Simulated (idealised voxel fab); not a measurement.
Title: Process Module voxel gate over fins
The cross-section on display is named cut; it measures 270 nm wide, and its cells are 5 nm squares.
Square cells in a grid make up a cross-section in this document, and the grid is given as bands, listed from the top down, each one or more rows of cells. Look at the band entry: it leads with the top's height and the bottom's height in nm. Then it lists the materials left to right, with a width in nm for each. The word "everywhere" on a single material says that material fills the band edge to edge. The word "empty" is empty space. Measure heights from 0. That's the level where, below it, the as-received wafer is all one material. The lowest band is bottomless and extends downward; write it as in "from 0 down". A width such as "30 to 40" changes by the same amount from each row of cells to the next, from the band's top row to its bottom row. Key: "no change" - step with no changed cell in the cross-section. "Cavities, closed" lists enclosed empty spaces (at least 8 cells, no open path upward to the top), each as width x height at distance from the left edge, in nm. On each step's line, the part that comes after the settings is the simulator's own comment on the step. The line of a step may include "overlay nm". On a step with a mask, this value is how far to the right of its planned place the mask lay. A negative value means the mask lay to the left.

-- The following list gives the planned process steps
| 1 | RECEIVE with material Si |
| 2 | CONFORMAL_DEP with material SiN, thk nm 10 |
| 3 | MASKED_ETCH with tone cover, mask id FINS, width nm 15, pitch nm 45, etch materials SiN, depth nm 10, overlay nm 0 |
| 4 | MASKED_ETCH with tone cover, mask id FINS, width nm 15, pitch nm 45, etch materials Si, depth nm 35, overlay nm 0 |
| 5 | FILL_DEP with material SiO2, thk nm 15 |
| 6 | CMP with height nm 10 |
| 7 | SELECTIVE_ETCH with etch materials SiO2, depth nm 20 |
| 8 | STRIP with etch materials SiN |
| 9 | CONFORMAL_DEP with material HfO2, thk nm 5 |
| 10 | CONFORMAL_DEP with material TiN, thk nm 5 |
| 11 | FILL_DEP with material W, thk nm 10 |
| 12 | CMP with height nm 15 |
| 13 | CONFORMAL_DEP with material SiCN, thk nm 5 |

-- First wafer of two (run as planned)

-- As-received state of the wafer in cross-section, equivalent to post-step 1
> from 0 down | Si everywhere
> Cavities, closed: none

-- Upon completion of step 2, the wafer appears in cross-section as shown
> from 10 to 0 | SiN everywhere
> No changes below 0.

-- Upon completion of step 3, the wafer appears in cross-section as shown
> from 10 to 0 | 60 of empty, then 15 of SiN, then 30 of empty, then 15 of SiN, then 30 of empty, then 15 of SiN, then 30 of empty, then 15 of SiN, then 60 of empty
> No changes below 0.

-- Upon completion of step 4, the wafer appears in cross-section as shown
> from 10 to 0 | 60 of empty, then 15 of SiN, then 30 of empty, then 15 of SiN, then 30 of empty, then 15 of SiN, then 30 of empty, then 15 of SiN, then 60 of empty
> from 0 to -35 | 60 of empty, then 15 of Si, then 30 of empty, then 15 of Si, then 30 of empty, then 15 of Si, then 30 of empty, then 15 of Si, then 60 of empty
> No changes below -35.

-- Upon completion of step 5, the wafer appears in cross-section as shown
> from 25 to 10 | SiO2 everywhere
> from 10 to 0 | 60 of SiO2, then 15 of SiN, then 30 of SiO2, then 15 of SiN, then 30 of SiO2, then 15 of SiN, then 30 of SiO2, then 15 of SiN, then 60 of SiO2
> from 0 to -35 | 60 of SiO2, then 15 of Si, then 30 of SiO2, then 15 of Si, then 30 of SiO2, then 15 of Si, then 30 of SiO2, then 15 of Si, then 60 of SiO2
> No changes below -35.

-- Upon completion of step 6, the wafer appears in cross-section as shown
> from 10 to 0 | 60 of SiO2, then 15 of SiN, then 30 of SiO2, then 15 of SiN, then 30 of SiO2, then 15 of SiN, then 30 of SiO2, then 15 of SiN, then 60 of SiO2
> No changes below 0.

-- Upon completion of step 7, the wafer appears in cross-section as shown
> from 10 to 0 | 60 of empty, then 15 of SiN, then 30 of empty, then 15 of SiN, then 30 of empty, then 15 of SiN, then 30 of empty, then 15 of SiN, then 60 of empty
> from 0 to -10 | 60 of empty, then 15 of Si, then 30 of empty, then 15 of Si, then 30 of empty, then 15 of Si, then 30 of empty, then 15 of Si, then 60 of empty
> No changes below -10.

-- Upon completion of step 8, the wafer appears in cross-section as shown
> from 0 to -10 | 60 of empty, then 15 of Si, then 30 of empty, then 15 of Si, then 30 of empty, then 15 of Si, then 30 of empty, then 15 of Si, then 60 of empty
> No changes below -10.

-- Upon completion of step 9, the wafer appears in cross-section as shown
> from 5 to 0 | 55 of empty, then 25 of HfO2, then 20 of empty, then 25 of HfO2, then 20 of empty, then 25 of HfO2, then 20 of empty, then 25 of HfO2, then 55 of empty
> from 0 to -5 | 55 of empty, then 5 of HfO2, then 15 of Si, then 5 of HfO2, then 20 of empty, then 5 of HfO2, then 15 of Si, then 5 of HfO2, then 20 of empty, then 5 of HfO2, then 15 of Si, then 5 of HfO2, then 20 of empty, then 5 of HfO2, then 15 of Si, then 5 of HfO2, then 55 of empty
> from -5 to -10 | 60 of HfO2, then 15 of Si, then 30 of HfO2, then 15 of Si, then 30 of HfO2, then 15 of Si, then 30 of HfO2, then 15 of Si, then 60 of HfO2
> No changes below -10.

-- Upon completion of step 10, the wafer appears in cross-section as shown
> from 10 to 5 | 50 of empty, then 35 of TiN, then 10 of empty, then 35 of TiN, then 10 of empty, then 35 of TiN, then 10 of empty, then 35 of TiN, then 50 of empty
> from 5 to 0 | 50 of empty, then 5 of TiN, then 25 of HfO2, then 5 of TiN, then 10 of empty, then 5 of TiN, then 25 of HfO2, then 5 of TiN, then 10 of empty, then 5 of TiN, then 25 of HfO2, then 5 of TiN, then 10 of empty, then 5 of TiN, then 25 of HfO2, then 5 of TiN, then 50 of empty
> from 0 to -5 | 55 of TiN, then 5 of HfO2, then 15 of Si, then 5 of HfO2, then 20 of TiN, then 5 of HfO2, then 15 of Si, then 5 of HfO2, then 20 of TiN, then 5 of HfO2, then 15 of Si, then 5 of HfO2, then 20 of TiN, then 5 of HfO2, then 15 of Si, then 5 of HfO2, then 55 of TiN
> No changes below -5.

-- Upon completion of step 11, the wafer appears in cross-section as shown
> from 20 to 10 | W everywhere
> from 10 to 5 | 50 of W, then 35 of TiN, then 10 of W, then 35 of TiN, then 10 of W, then 35 of TiN, then 10 of W, then 35 of TiN, then 50 of W
> from 5 to 0 | 50 of W, then 5 of TiN, then 25 of HfO2, then 5 of TiN, then 10 of W, then 5 of TiN, then 25 of HfO2, then 5 of TiN, then 10 of W, then 5 of TiN, then 25 of HfO2, then 5 of TiN, then 10 of W, then 5 of TiN, then 25 of HfO2, then 5 of TiN, then 50 of W
> No changes below 0.

-- Upon completion of step 12, the wafer appears in cross-section as shown
> from 15 to 10 | W everywhere
> No changes below 10.

-- Upon completion of step 13, the wafer appears in cross-section as shown
> from 20 to 15 | SiCN everywhere
> No changes below 15.

-- Second wafer. Start and plan as for the first. One mistake made in running. Agrees with the first up to and including step 3

-- At the planned end of step 4, the second wafer in cross-section
> from 10 to 0 | 60 of empty, then 15 of SiN, then 30 of empty, then 15 of SiN, then 30 of empty, then 15 of SiN, then 30 of empty, then 15 of SiN, then 60 of empty
> from 0 to -30 | 60 of empty, then 15 of Si, then 30 of empty, then 15 of Si, then 30 of empty, then 15 of Si, then 30 of empty, then 15 of Si, then 60 of empty
> No changes below -30.

-- At the planned end of step 5, the second wafer in cross-section
> from 25 to 10 | SiO2 everywhere
> from 10 to 0 | 60 of SiO2, then 15 of SiN, then 30 of SiO2, then 15 of SiN, then 30 of SiO2, then 15 of SiN, then 30 of SiO2, then 15 of SiN, then 60 of SiO2
> from 0 to -30 | 60 of SiO2, then 15 of Si, then 30 of SiO2, then 15 of Si, then 30 of SiO2, then 15 of Si, then 30 of SiO2, then 15 of Si, then 60 of SiO2
> No changes below -30.

-- At the planned end of step 6, the second wafer in cross-section
> from 10 to 0 | 60 of SiO2, then 15 of SiN, then 30 of SiO2, then 15 of SiN, then 30 of SiO2, then 15 of SiN, then 30 of SiO2, then 15 of SiN, then 60 of SiO2
> No changes below 0.

-- At the planned end of step 7, the second wafer in cross-section
> from 10 to 0 | 60 of empty, then 15 of SiN, then 30 of empty, then 15 of SiN, then 30 of empty, then 15 of SiN, then 30 of empty, then 15 of SiN, then 60 of empty
> from 0 to -10 | 60 of empty, then 15 of Si, then 30 of empty, then 15 of Si, then 30 of empty, then 15 of Si, then 30 of empty, then 15 of Si, then 60 of empty
> No changes below -10.

-- At the planned end of step 8, the second wafer in cross-section
> from 0 to -10 | 60 of empty, then 15 of Si, then 30 of empty, then 15 of Si, then 30 of empty, then 15 of Si, then 30 of empty, then 15 of Si, then 60 of empty
> No changes below -10.

-- At the planned end of step 9, the second wafer in cross-section
> from 5 to 0 | 55 of empty, then 25 of HfO2, then 20 of empty, then 25 of HfO2, then 20 of empty, then 25 of HfO2, then 20 of empty, then 25 of HfO2, then 55 of empty
> from 0 to -5 | 55 of empty, then 5 of HfO2, then 15 of Si, then 5 of HfO2, then 20 of empty, then 5 of HfO2, then 15 of Si, then 5 of HfO2, then 20 of empty, then 5 of HfO2, then 15 of Si, then 5 of HfO2, then 20 of empty, then 5 of HfO2, then 15 of Si, then 5 of HfO2, then 55 of empty
> from -5 to -10 | 60 of HfO2, then 15 of Si, then 30 of HfO2, then 15 of Si, then 30 of HfO2, then 15 of Si, then 30 of HfO2, then 15 of Si, then 60 of HfO2
> No changes below -10.

-- At the planned end of step 10, the second wafer in cross-section
> from 10 to 5 | 50 of empty, then 35 of TiN, then 10 of empty, then 35 of TiN, then 10 of empty, then 35 of TiN, then 10 of empty, then 35 of TiN, then 50 of empty
> from 5 to 0 | 50 of empty, then 5 of TiN, then 25 of HfO2, then 5 of TiN, then 10 of empty, then 5 of TiN, then 25 of HfO2, then 5 of TiN, then 10 of empty, then 5 of TiN, then 25 of HfO2, then 5 of TiN, then 10 of empty, then 5 of TiN, then 25 of HfO2, then 5 of TiN, then 50 of empty
> from 0 to -5 | 55 of TiN, then 5 of HfO2, then 15 of Si, then 5 of HfO2, then 20 of TiN, then 5 of HfO2, then 15 of Si, then 5 of HfO2, then 20 of TiN, then 5 of HfO2, then 15 of Si, then 5 of HfO2, then 20 of TiN, then 5 of HfO2, then 15 of Si, then 5 of HfO2, then 55 of TiN
> No changes below -5.

-- At the planned end of step 11, the second wafer in cross-section
> from 20 to 10 | W everywhere
> from 10 to 5 | 50 of W, then 35 of TiN, then 10 of W, then 35 of TiN, then 10 of W, then 35 of TiN, then 10 of W, then 35 of TiN, then 50 of W
> from 5 to 0 | 50 of W, then 5 of TiN, then 25 of HfO2, then 5 of TiN, then 10 of W, then 5 of TiN, then 25 of HfO2, then 5 of TiN, then 10 of W, then 5 of TiN, then 25 of HfO2, then 5 of TiN, then 10 of W, then 5 of TiN, then 25 of HfO2, then 5 of TiN, then 50 of W
> No changes below 0.

-- At the planned end of step 12, the second wafer in cross-section
> from 15 to 10 | W everywhere
> No changes below 10.

-- At the planned end of step 13, the second wafer in cross-section
> from 20 to 15 | SiCN everywhere
> No changes below 15.
Deviation from plan: for step 4, the planned setting was not used; the step was instead run as MASKED_ETCH with tone cover, mask id FINS, width nm 15, pitch nm 45, etch materials Si, depth nm 30, overlay nm 0
Per the end-of-run cell counts, the second wafer holds more or fewer of some materials than the first: Si +42 | SiO2 -42
